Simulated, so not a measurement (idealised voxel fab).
This section sets out a process module, namely voxel trench capacitor.
The figure presents cross-section cut, which has a width of 285 nm and is divided into square cells with an edge length of 5 nm.
Bands, listed from the top down, are how a cross-section gets written in this document; the cross-section itself is a grid of square cells, and a band is one or more rows of them.
Heights first: top, then bottom, in nm. Then materials, left to right, each with a width in nm. "all across" on a single material: fills the band edge to edge. "empty": empty space.
Heights are reckoned from 0. Under this level, the received wafer is all of one material. The bottommost band is open-ended downward, for example "from 0 down".
Note: "30..40" means the width goes from the first number (top row of the band) to the second number (bottom row) in equal steps per row of cells.
"no alteration" -> step changed no cross-section cell.
The label "Voids, enclosed" introduces a list of the empty spaces, 8 cells or larger, that have no open way up to the top; each entry in it reads width x height at distance, where the distance is taken from the left edge and all three are stated in nm.
Where a step's line continues beyond its settings, the continuation is a remark by the simulator itself on that step.
The setting "overlay nm" may be written on the line of a step. When the step uses a mask, the value reports how far to the right of the planned place the mask lay, and a negative value reports that it lay to the left.
Plan:
- 1: RECEIVE (material Si)
- 2: CONFORMAL_DEP (material SiN; thk nm 5)
- 3: MASKED_ETCH (tone open; mask id TRENCH; width nm 20; pitch nm 45; etch materials SiN; depth nm 5; overlay nm 0)
- 4: MASKED_ETCH (tone open; mask id TRENCH; width nm 20; pitch nm 45; etch materials Si; depth nm 25; overlay nm 0)
- 5: CONFORMAL_DEP (material SiO2; thk nm 5)
- 6: FILL_DEP (material polySi; thk nm 5)
- 7: CMP (height nm 5)
The first of the two wafers, which ran as planned:
As received, after step 1:
* from 0 down = Si all across
* Voids, enclosed: none
Wafer after step 2 (cross-section):
* from 5 to 0 = SiN all across
* Anything lower than 0 is untouched.
Wafer after step 3 (cross-section):
* from 5 to 0 = 85 of SiN / 20 of empty / 25 of SiN / 20 of empty / 25 of SiN / 20 of empty / 90 of SiN
* Anything lower than 0 is untouched.
Wafer after step 4 (cross-section):
* from 5 to 0 = 85 of SiN / 20 of empty / 25 of SiN / 20 of empty / 25 of SiN / 20 of empty / 90 of SiN
* from 0 to -25 = 85 of Si / 20 of empty / 25 of Si / 20 of empty / 25 of Si / 20 of empty / 90 of Si
* Anything lower than -25 is untouched.
Wafer after step 5 (cross-section):
* from 10 to 5 = 90 of SiO2 / 10 of empty / 35 of SiO2 / 10 of empty / 35 of SiO2 / 10 of empty / 95 of SiO2
* from 5 to 0 = 85 of SiN / 5 of SiO2 / 10 of empty / 5 of SiO2 / 25 of SiN / 5 of SiO2 / 10 of empty / 5 of SiO2 / 25 of SiN / 5 of SiO2 / 10 of empty / 5 of SiO2 / 90 of SiN
* from 0 to -20 = 85 of Si / 5 of SiO2 / 10 of empty / 5 of SiO2 / 25 of Si / 5 of SiO2 / 10 of empty / 5 of SiO2 / 25 of Si / 5 of SiO2 / 10 of empty / 5 of SiO2 / 90 of Si
* from -20 to -25 = 85 of Si / 20 of SiO2 / 25 of Si / 20 of SiO2 / 25 of Si / 20 of SiO2 / 90 of Si
* Anything lower than -25 is untouched.
Wafer after step 6 (cross-section):
* from 15 to 10 = polySi all across
* from 10 to 5 = 90 of SiO2 / 10 of polySi / 35 of SiO2 / 10 of polySi / 35 of SiO2 / 10 of polySi / 95 of SiO2
* from 5 to 0 = 85 of SiN / 5 of SiO2 / 10 of polySi / 5 of SiO2 / 25 of SiN / 5 of SiO2 / 10 of polySi / 5 of SiO2 / 25 of SiN / 5 of SiO2 / 10 of polySi / 5 of SiO2 / 90 of SiN
* from 0 to -20 = 85 of Si / 5 of SiO2 / 10 of polySi / 5 of SiO2 / 25 of Si / 5 of SiO2 / 10 of polySi / 5 of SiO2 / 25 of Si / 5 of SiO2 / 10 of polySi / 5 of SiO2 / 90 of Si
* Anything lower than -20 is untouched.
Wafer after step 7 (cross-section):
* from 5 to 0 = 85 of SiN / 5 of SiO2 / 10 of polySi / 5 of SiO2 / 25 of SiN / 5 of SiO2 / 10 of polySi / 5 of SiO2 / 25 of SiN / 5 of SiO2 / 10 of polySi / 5 of SiO2 / 90 of SiN
* Anything lower than 0 is untouched.
The second wafer began exactly as the first did and followed the same plan, but one mistake was made while running it; through step 3 inclusive, the two wafers are identical:
Look at the second wafer in cross-section at the time step 4 ought to have finished:
* from 5 to 0 = 85 of SiN / 20 of empty / 25 of SiN / 20 of empty / 25 of SiN / 20 of empty / 90 of SiN
* from 0 to -50 = 85 of Si / 20 of empty / 25 of Si / 20 of empty / 25 of Si / 20 of empty / 90 of Si
* Anything lower than -50 is untouched.
Look at the second wafer in cross-section at the time step 5 ought to have finished:
* from 10 to 5 = 90 of SiO2 / 10 of empty / 35 of SiO2 / 10 of empty / 35 of SiO2 / 10 of empty / 95 of SiO2
* from 5 to 0 = 85 of SiN / 5 of SiO2 / 10 of empty / 5 of SiO2 / 25 of SiN / 5 of SiO2 / 10 of empty / 5 of SiO2 / 25 of SiN / 5 of SiO2 / 10 of empty / 5 of SiO2 / 90 of SiN
* from 0 to -45 = 85 of Si / 5 of SiO2 / 10 of empty / 5 of SiO2 / 25 of Si / 5 of SiO2 / 10 of empty / 5 of SiO2 / 25 of Si / 5 of SiO2 / 10 of empty / 5 of SiO2 / 90 of Si
* from -45 to -50 = 85 of Si / 20 of SiO2 / 25 of Si / 20 of SiO2 / 25 of Si / 20 of SiO2 / 90 of Si
* Anything lower than -50 is untouched.
Look at the second wafer in cross-section at the time step 6 ought to have finished:
* from 15 to 10 = polySi all across
* from 10 to 5 = 90 of SiO2 / 10 of polySi / 35 of SiO2 / 10 of polySi / 35 of SiO2 / 10 of polySi / 95 of SiO2
* from 5 to 0 = 85 of SiN / 5 of SiO2 / 10 of polySi / 5 of SiO2 / 25 of SiN / 5 of SiO2 / 10 of polySi / 5 of SiO2 / 25 of SiN / 5 of SiO2 / 10 of polySi / 5 of SiO2 / 90 of SiN
* from 0 to -45 = 85 of Si / 5 of SiO2 / 10 of polySi / 5 of SiO2 / 25 of Si / 5 of SiO2 / 10 of polySi / 5 of SiO2 / 25 of Si / 5 of SiO2 / 10 of polySi / 5 of SiO2 / 90 of Si
* Anything lower than -45 is untouched.
Look at the second wafer in cross-section at the time step 7 ought to have finished:
* from 5 to 0 = 85 of SiN / 5 of SiO2 / 10 of polySi / 5 of SiO2 / 25 of SiN / 5 of SiO2 / 10 of polySi / 5 of SiO2 / 25 of SiN / 5 of SiO2 / 10 of polySi / 5 of SiO2 / 90 of SiN
* Anything lower than 0 is untouched.
Short version of what went wrong: step 4 of the plan was twice carried out
at the end the second wafer has, in cells: Si -60; SiO2 +30; polySi +30
